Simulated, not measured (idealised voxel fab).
Process module heading - voxel trench capacitor
FYI the section here is cut, 245 nm wide, cells are 5 nm squares.
Think of the cross-section as a grid of square cells. We describe it in bands, top to bottom, and each band covers one or more rows of those cells. First you get the band's top height and its bottom height, in nm, and then the materials it's made of, left to right, with each width in nm. If you see a single material with "throughout", that one covers the band edge to edge. "blank" is empty space. Below 0: as-received wafer, all one material; heights counted from there. Lowest band: no bottom, goes on down, written "0 -> down". Width "30->40": first value at the band's top row of cells, second value at its bottom row, equal change from row to row. A step reported as "nothing was modified" is a step in which no cell of the cross-section changed. Each empty space that has no open way to the top and spans at least 8 cells appears under "Enclosed void inventory" as width x height at distance, the distance counted from the left edge, all in nm. Past the settings on a step's line: simulator remark, on that step. "overlay nm" on a masked step: distance the mask lay right of its planned place, negative for left.
SO HERE'S THE LINEUP OF PROCESS STEPS WE PLANNED
1) RECEIVE [material Si]
2) CONFORMAL_DEP [material SiN] [thk nm 5]
3) PATTERN [tone open] [mask id TRENCH] [material resist] [width nm 25] [pitch nm 40] [thk nm 20] [overlay nm 0]
4) DIRECTIONAL_ETCH [etch materials SiN] [depth nm 5]
5) DIRECTIONAL_ETCH [etch materials Si] [depth nm 40]
6) STRIP [etch materials resist]
7) CONFORMAL_DEP [material Al2O3] [thk nm 5]
8) CONFORMAL_DEP [material TiN] [thk nm 5]
9) FILL_DEP [material W] [thk nm 10]
10) CMP [height nm 5]
FIRST OUT OF TWO WAFERS; RUN WENT TO PLAN
CROSS-SECTION, INCOMING MATERIAL, AFTER STEP 1
	0 -> down: Si throughout
	Enclosed void inventory: none
PRESENTED HERE IS A CROSS-SECTION OF THE WAFER AFTER STEP 2 HAS BEEN PERFORMED
	5 -> 0: SiN throughout
	No changes below 0.
PRESENTED HERE IS A CROSS-SECTION OF THE WAFER AFTER STEP 3 HAS BEEN PERFORMED
	25 -> 5: resist 70 nm | blank 25 nm | resist 15 nm | blank 25 nm | resist 15 nm | blank 25 nm | resist 70 nm
	No changes below 5.
PRESENTED HERE IS A CROSS-SECTION OF THE WAFER AFTER STEP 4 HAS BEEN PERFORMED
	25 -> 5: resist 70 nm | blank 25 nm | resist 15 nm | blank 25 nm | resist 15 nm | blank 25 nm | resist 70 nm
	5 -> 0: SiN 70 nm | blank 25 nm | SiN 15 nm | blank 25 nm | SiN 15 nm | blank 25 nm | SiN 70 nm
	No changes below 0.
PRESENTED HERE IS A CROSS-SECTION OF THE WAFER AFTER STEP 5 HAS BEEN PERFORMED
	25 -> 5: resist 70 nm | blank 25 nm | resist 15 nm | blank 25 nm | resist 15 nm | blank 25 nm | resist 70 nm
	5 -> 0: SiN 70 nm | blank 25 nm | SiN 15 nm | blank 25 nm | SiN 15 nm | blank 25 nm | SiN 70 nm
	0 -> -40: Si 70 nm | blank 25 nm | Si 15 nm | blank 25 nm | Si 15 nm | blank 25 nm | Si 70 nm
	No changes below -40.
PRESENTED HERE IS A CROSS-SECTION OF THE WAFER AFTER STEP 6 HAS BEEN PERFORMED
	5 -> 0: SiN 70 nm | blank 25 nm | SiN 15 nm | blank 25 nm | SiN 15 nm | blank 25 nm | SiN 70 nm
	No changes below 0.
PRESENTED HERE IS A CROSS-SECTION OF THE WAFER AFTER STEP 7 HAS BEEN PERFORMED
	10 -> 5: Al2O3 75 nm | blank 15 nm | Al2O3 25 nm | blank 15 nm | Al2O3 25 nm | blank 15 nm | Al2O3 75 nm
	5 -> 0: SiN 70 nm | Al2O3 5 nm | blank 15 nm | Al2O3 5 nm | SiN 15 nm | Al2O3 5 nm | blank 15 nm | Al2O3 5 nm | SiN 15 nm | Al2O3 5 nm | blank 15 nm | Al2O3 5 nm | SiN 70 nm
	0 -> -35: Si 70 nm | Al2O3 5 nm | blank 15 nm | Al2O3 5 nm | Si 15 nm | Al2O3 5 nm | blank 15 nm | Al2O3 5 nm | Si 15 nm | Al2O3 5 nm | blank 15 nm | Al2O3 5 nm | Si 70 nm
	-35 -> -40: Si 70 nm | Al2O3 25 nm | Si 15 nm | Al2O3 25 nm | Si 15 nm | Al2O3 25 nm | Si 70 nm
	No changes below -40.
PRESENTED HERE IS A CROSS-SECTION OF THE WAFER AFTER STEP 8 HAS BEEN PERFORMED
	15 -> 10: TiN 80 nm | blank 5 nm | TiN 35 nm | blank 5 nm | TiN 35 nm | blank 5 nm | TiN 80 nm
	10 -> 5: Al2O3 75 nm | TiN 5 nm | blank 5 nm | TiN 5 nm | Al2O3 25 nm | TiN 5 nm | blank 5 nm | TiN 5 nm | Al2O3 25 nm | TiN 5 nm | blank 5 nm | TiN 5 nm | Al2O3 75 nm
	5 -> 0: SiN 70 nm | Al2O3 5 nm | TiN 5 nm | blank 5 nm | TiN 5 nm | Al2O3 5 nm | SiN 15 nm | Al2O3 5 nm | TiN 5 nm | blank 5 nm | TiN 5 nm | Al2O3 5 nm | SiN 15 nm | Al2O3 5 nm | TiN 5 nm | blank 5 nm | TiN 5 nm | Al2O3 5 nm | SiN 70 nm
	0 -> -30: Si 70 nm | Al2O3 5 nm | TiN 5 nm | blank 5 nm | TiN 5 nm | Al2O3 5 nm | Si 15 nm | Al2O3 5 nm | TiN 5 nm | blank 5 nm | TiN 5 nm | Al2O3 5 nm | Si 15 nm | Al2O3 5 nm | TiN 5 nm | blank 5 nm | TiN 5 nm | Al2O3 5 nm | Si 70 nm
	-30 -> -35: Si 70 nm | Al2O3 5 nm | TiN 15 nm | Al2O3 5 nm | Si 15 nm | Al2O3 5 nm | TiN 15 nm | Al2O3 5 nm | Si 15 nm | Al2O3 5 nm | TiN 15 nm | Al2O3 5 nm | Si 70 nm
	No changes below -35.
PRESENTED HERE IS A CROSS-SECTION OF THE WAFER AFTER STEP 9 HAS BEEN PERFORMED
	25 -> 15: W throughout
	15 -> 10: TiN 80 nm | W 5 nm | TiN 35 nm | W 5 nm | TiN 35 nm | W 5 nm | TiN 80 nm
	10 -> 5: Al2O3 75 nm | TiN 5 nm | W 5 nm | TiN 5 nm | Al2O3 25 nm | TiN 5 nm | W 5 nm | TiN 5 nm | Al2O3 25 nm | TiN 5 nm | W 5 nm | TiN 5 nm | Al2O3 75 nm
	5 -> 0: SiN 70 nm | Al2O3 5 nm | TiN 5 nm | W 5 nm | TiN 5 nm | Al2O3 5 nm | SiN 15 nm | Al2O3 5 nm | TiN 5 nm | W 5 nm | TiN 5 nm | Al2O3 5 nm | SiN 15 nm | Al2O3 5 nm | TiN 5 nm | W 5 nm | TiN 5 nm | Al2O3 5 nm | SiN 70 nm
	0 -> -30: Si 70 nm | Al2O3 5 nm | TiN 5 nm | W 5 nm | TiN 5 nm | Al2O3 5 nm | Si 15 nm | Al2O3 5 nm | TiN 5 nm | W 5 nm | TiN 5 nm | Al2O3 5 nm | Si 15 nm | Al2O3 5 nm | TiN 5 nm | W 5 nm | TiN 5 nm | Al2O3 5 nm | Si 70 nm
	No changes below -30.
PRESENTED HERE IS A CROSS-SECTION OF THE WAFER AFTER STEP 10 HAS BEEN PERFORMED
	5 -> 0: SiN 70 nm | Al2O3 5 nm | TiN 5 nm | W 5 nm | TiN 5 nm | Al2O3 5 nm | SiN 15 nm | Al2O3 5 nm | TiN 5 nm | W 5 nm | TiN 5 nm | Al2O3 5 nm | SiN 15 nm | Al2O3 5 nm | TiN 5 nm | W 5 nm | TiN 5 nm | Al2O3 5 nm | SiN 70 nm
	No changes below 0.
NOTES, SECOND WAFER: START = FIRST WAFER'S, PLAN = FIRST WAFER'S, EXECUTION HAD ONE MISTAKE; HISTORY IDENTICAL TO FIRST THROUGH STEP 2
CROSS-SECTION OF THE SECOND WAFER CORRESPONDING TO THE PLANNED CONCLUSION OF STEP 3
	25 -> 5: resist 80 nm | blank 25 nm | resist 15 nm | blank 25 nm | resist 15 nm | blank 25 nm | resist 60 nm
	No changes below 5.
CROSS-SECTION OF THE SECOND WAFER CORRESPONDING TO THE PLANNED CONCLUSION OF STEP 4
	25 -> 5: resist 80 nm | blank 25 nm | resist 15 nm | blank 25 nm | resist 15 nm | blank 25 nm | resist 60 nm
	5 -> 0: SiN 80 nm | blank 25 nm | SiN 15 nm | blank 25 nm | SiN 15 nm | blank 25 nm | SiN 60 nm
	No changes below 0.
CROSS-SECTION OF THE SECOND WAFER CORRESPONDING TO THE PLANNED CONCLUSION OF STEP 5
	25 -> 5: resist 80 nm | blank 25 nm | resist 15 nm | blank 25 nm | resist 15 nm | blank 25 nm | resist 60 nm
	5 -> 0: SiN 80 nm | blank 25 nm | SiN 15 nm | blank 25 nm | SiN 15 nm | blank 25 nm | SiN 60 nm
	0 -> -40: Si 80 nm | blank 25 nm | Si 15 nm | blank 25 nm | Si 15 nm | blank 25 nm | Si 60 nm
	No changes below -40.
CROSS-SECTION OF THE SECOND WAFER CORRESPONDING TO THE PLANNED CONCLUSION OF STEP 6
	5 -> 0: SiN 80 nm | blank 25 nm | SiN 15 nm | blank 25 nm | SiN 15 nm | blank 25 nm | SiN 60 nm
	No changes below 0.
CROSS-SECTION OF THE SECOND WAFER CORRESPONDING TO THE PLANNED CONCLUSION OF STEP 7
	10 -> 5: Al2O3 85 nm | blank 15 nm | Al2O3 25 nm | blank 15 nm | Al2O3 25 nm | blank 15 nm | Al2O3 65 nm
	5 -> 0: SiN 80 nm | Al2O3 5 nm | blank 15 nm | Al2O3 5 nm | SiN 15 nm | Al2O3 5 nm | blank 15 nm | Al2O3 5 nm | SiN 15 nm | Al2O3 5 nm | blank 15 nm | Al2O3 5 nm | SiN 60 nm
	0 -> -35: Si 80 nm | Al2O3 5 nm | blank 15 nm | Al2O3 5 nm | Si 15 nm | Al2O3 5 nm | blank 15 nm | Al2O3 5 nm | Si 15 nm | Al2O3 5 nm | blank 15 nm | Al2O3 5 nm | Si 60 nm
	-35 -> -40: Si 80 nm | Al2O3 25 nm | Si 15 nm | Al2O3 25 nm | Si 15 nm | Al2O3 25 nm | Si 60 nm
	No changes below -40.
CROSS-SECTION OF THE SECOND WAFER CORRESPONDING TO THE PLANNED CONCLUSION OF STEP 8
	15 -> 10: TiN 90 nm | blank 5 nm | TiN 35 nm | blank 5 nm | TiN 35 nm | blank 5 nm | TiN 70 nm
	10 -> 5: Al2O3 85 nm | TiN 5 nm | blank 5 nm | TiN 5 nm | Al2O3 25 nm | TiN 5 nm | blank 5 nm | TiN 5 nm | Al2O3 25 nm | TiN 5 nm | blank 5 nm | TiN 5 nm | Al2O3 65 nm
	5 -> 0: SiN 80 nm | Al2O3 5 nm | TiN 5 nm | blank 5 nm | TiN 5 nm | Al2O3 5 nm | SiN 15 nm | Al2O3 5 nm | TiN 5 nm | blank 5 nm | TiN 5 nm | Al2O3 5 nm | SiN 15 nm | Al2O3 5 nm | TiN 5 nm | blank 5 nm | TiN 5 nm | Al2O3 5 nm | SiN 60 nm
	0 -> -30: Si 80 nm | Al2O3 5 nm | TiN 5 nm | blank 5 nm | TiN 5 nm | Al2O3 5 nm | Si 15 nm | Al2O3 5 nm | TiN 5 nm | blank 5 nm | TiN 5 nm | Al2O3 5 nm | Si 15 nm | Al2O3 5 nm | TiN 5 nm | blank 5 nm | TiN 5 nm | Al2O3 5 nm | Si 60 nm
	-30 -> -35: Si 80 nm | Al2O3 5 nm | TiN 15 nm | Al2O3 5 nm | Si 15 nm | Al2O3 5 nm | TiN 15 nm | Al2O3 5 nm | Si 15 nm | Al2O3 5 nm | TiN 15 nm | Al2O3 5 nm | Si 60 nm
	No changes below -35.
CROSS-SECTION OF THE SECOND WAFER CORRESPONDING TO THE PLANNED CONCLUSION OF STEP 9
	25 -> 15: W throughout
	15 -> 10: TiN 90 nm | W 5 nm | TiN 35 nm | W 5 nm | TiN 35 nm | W 5 nm | TiN 70 nm
	10 -> 5: Al2O3 85 nm | TiN 5 nm | W 5 nm | TiN 5 nm | Al2O3 25 nm | TiN 5 nm | W 5 nm | TiN 5 nm | Al2O3 25 nm | TiN 5 nm | W 5 nm | TiN 5 nm | Al2O3 65 nm
	5 -> 0: SiN 80 nm | Al2O3 5 nm | TiN 5 nm | W 5 nm | TiN 5 nm | Al2O3 5 nm | SiN 15 nm | Al2O3 5 nm | TiN 5 nm | W 5 nm | TiN 5 nm | Al2O3 5 nm | SiN 15 nm | Al2O3 5 nm | TiN 5 nm | W 5 nm | TiN 5 nm | Al2O3 5 nm | SiN 60 nm
	0 -> -30: Si 80 nm | Al2O3 5 nm | TiN 5 nm | W 5 nm | TiN 5 nm | Al2O3 5 nm | Si 15 nm | Al2O3 5 nm | TiN 5 nm | W 5 nm | TiN 5 nm | Al2O3 5 nm | Si 15 nm | Al2O3 5 nm | TiN 5 nm | W 5 nm | TiN 5 nm | Al2O3 5 nm | Si 60 nm
	No changes below -30.
CROSS-SECTION OF THE SECOND WAFER CORRESPONDING TO THE PLANNED CONCLUSION OF STEP 10
	5 -> 0: SiN 80 nm | Al2O3 5 nm | TiN 5 nm | W 5 nm | TiN 5 nm | Al2O3 5 nm | SiN 15 nm | Al2O3 5 nm | TiN 5 nm | W 5 nm | TiN 5 nm | Al2O3 5 nm | SiN 15 nm | Al2O3 5 nm | TiN 5 nm | W 5 nm | TiN 5 nm | Al2O3 5 nm | SiN 60 nm
	No changes below 0.
Against the plan, the run slipped here: so step 3 ended up running with a different setting than we planned, it ran as PATTERN [tone open] [mask id TRENCH] [material resist] [width nm 25] [pitch nm 40] [thk nm 20] [overlay nm 10]
End check, second vs first wafer: material counts in cells match, positions do not.
